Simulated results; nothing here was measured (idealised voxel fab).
The process module presented herein is designated voxel capacitor over wiring.
We display cut, a cross-section 275 nm in width whose square cells are each 5 nm.
Cross-section = grid of square cells, listed top down in bands; band = one or more rows.
Band: top height; bottom height; in nm. Then, left to right: material with width in nm, for each material. "full width": a single material spanning edge to edge. "air": empty space.
Height 0 is the level under which the wafer as received is all one material. The lowest band goes on downwards, as in "from 0 down".
Note: "30 to 40" means the width goes from the first number (top row of the band) to the second number (bottom row) in equal steps per row of cells.
Basically "stayed the same" means that step didn't change any cell in the cross-section.
Entry "Closed cavities" = empty spaces >= 8 cells with no open way to the top; each as width x height at distance, distance from left edge, all nm.
Where a step's line continues beyond its settings, the continuation is a remark by the simulator itself on that step.
overlay nm: mask right of planned place by this much (step with mask). Neg. = left.

[Process steps foreseen in the plan]
1: RECEIVE [material Si]
2: CONFORMAL_DEP [material SiO2] [thk nm 10]
3: DIRECTIONAL_DEP [material TiN] [thk nm 5]
4: DIRECTIONAL_DEP [material Ru] [thk nm 20]
5: PATTERN [tone cover] [mask id METAL_1] [material resist] [width nm 20] [pitch nm 75] [thk nm 20] [overlay nm 0]
6: DIRECTIONAL_ETCH [etch materials Ru] [depth nm 20]
7: DIRECTIONAL_ETCH [etch materials TiN] [depth nm 5]
8: STRIP [etch materials resist]
9: CONFORMAL_DEP [material SiN] [thk nm 5]
10: FILL_DEP [material SiO2] [thk nm 5]
11: CMP [height nm 35]
12: CONFORMAL_DEP [material SiCN] [thk nm 5]
13: DIRECTIONAL_DEP [material SiO2] [thk nm 15]
14: DIRECTIONAL_DEP [material aC] [thk nm 15]
15: PATTERN [tone open] [mask id PLUG_1] [material resist] [width nm 15] [thk nm 30] [overlay nm 0]
16: DIRECTIONAL_ETCH [etch materials aC] [depth nm 15]
17: STRIP [etch materials resist]
18: DIRECTIONAL_ETCH [etch materials SiO2] [depth nm 15]
19: DIRECTIONAL_ETCH [etch materials SiCN] [depth nm 5]
20: STRIP [etch materials aC]
21: CONFORMAL_DEP [material TiN] [thk nm 5]
22: FILL_DEP [material Ru] [thk nm 5]
23: CMP [height nm 55]
24: DIRECTIONAL_DEP [material TiN] [thk nm 5]
25: DIRECTIONAL_DEP [material Al2O3] [thk nm 5]
26: DIRECTIONAL_DEP [material TiN] [thk nm 5]
27: MASKED_ETCH [tone cover] [mask id UPPER_PLATE] [width nm 60] [etch materials TiN] [depth nm 5] [overlay nm 0]
28: MASKED_ETCH [tone cover] [mask id UPPER_PLATE] [width nm 60] [etch materials Al2O3] [depth nm 5] [overlay nm 0]
29: PATTERN [tone cover] [mask id LOWER_PLATE] [material resist] [width nm 70] [thk nm 15] [overlay nm 0]
30: DIRECTIONAL_ETCH [etch materials TiN] [depth nm 5]
31: STRIP [etch materials resist]
32: FILL_DEP [material SiO2] [thk nm 15]
33: CMP [height nm 80]
34: PATTERN [tone open] [mask id PLUG_2] [material resist] [width nm 15] [thk nm 20] [overlay nm 0]
35: DIRECTIONAL_ETCH [etch materials SiO2] [depth nm 10]
36: STRIP [etch materials resist]
37: CONFORMAL_DEP [material TiN] [thk nm 5]
38: FILL_DEP [material Ru] [thk nm 5]
39: CMP [height nm 80]
40: CONFORMAL_DEP [material SiCN] [thk nm 5]

[Cross-section of the wafer upon arrival, representing the state reached after step 1]
> from 0 down | Si full width
> Closed cavities: none

[First wafer of two, sectioned at end of module; run went per plan]
> from 85 to 80 | SiCN full width
> from 80 to 75 | SiO2 (105), then TiN (5), then Ru (5), then TiN (5), then SiO2 (155)
> from 75 to 65 | SiO2 (105 to 95), then TiN (15 to 60), then SiO2 (155 to 120)
> from 65 to 60 | SiO2 (95), then Al2O3 (60), then SiO2 (120)
> from 60 to 55 | SiO2 (90), then TiN (70), then SiO2 (115)
> from 55 to 40 | SiO2 (95), then TiN (5), then Ru (5), then TiN (5), then SiO2 (165)
> from 40 to 35 | SiCN (95), then TiN (15), then SiCN (165)
> from 35 to 15 | SiO2 (85), then SiN (5), then Ru (20), then SiN (5), then SiO2 (45), then SiN (5), then Ru (20), then SiN (5), then SiO2 (85)
> from 15 to 10 | SiN (90), then TiN (20), then SiN (55), then TiN (20), then SiN (90)
> from 10 to 0 | SiO2 full width
> from 0 down | Si full width
> Closed cavities: none

[Second wafer through the module, sectioned at the end: same beginning and same plan as the first wafer, with one mistake in carrying it out]
> from 85 to 80 | SiCN full width
> from 80 to 75 | SiO2 (105), then TiN (5), then Ru (5), then TiN (5), then SiO2 (155)
> from 75 to 65 | SiO2 (105 to 95), then TiN (15 to 60), then SiO2 (155 to 120)
> from 65 to 60 | SiO2 (95), then Al2O3 (60), then SiO2 (120)
> from 60 to 55 | SiO2 (90), then TiN (70), then SiO2 (115)
> from 55 to 40 | SiO2 (95), then TiN (5), then Ru (5), then TiN (5), then SiO2 (165)
> from 40 to 35 | SiCN (95), then TiN (15), then SiCN (165)
> from 35 to 15 | Ru (90), then SiN (5), then SiO2 (10), then SiN (5), then Ru (55), then SiN (5), then SiO2 (10), then SiN (5), then Ru (90)
> from 15 to 10 | TiN (90), then SiN (20), then TiN (55), then SiN (20), then TiN (90)
> from 10 to 0 | SiO2 full width
> from 0 down | Si full width
> Closed cavities: none
Which mistake was made when the wafer was run? step 5 went in with a setting other than planned; the actual run was PATTERN [tone open] [mask id METAL_1] [material resist] [width nm 20] [pitch nm 75] [thk nm 20] [overlay nm 0]
In the final state, the cell counts of the second wafer exceed or fall short of those of the first for the following materials: Ru +156, SiN -39, SiO2 -156, TiN +39
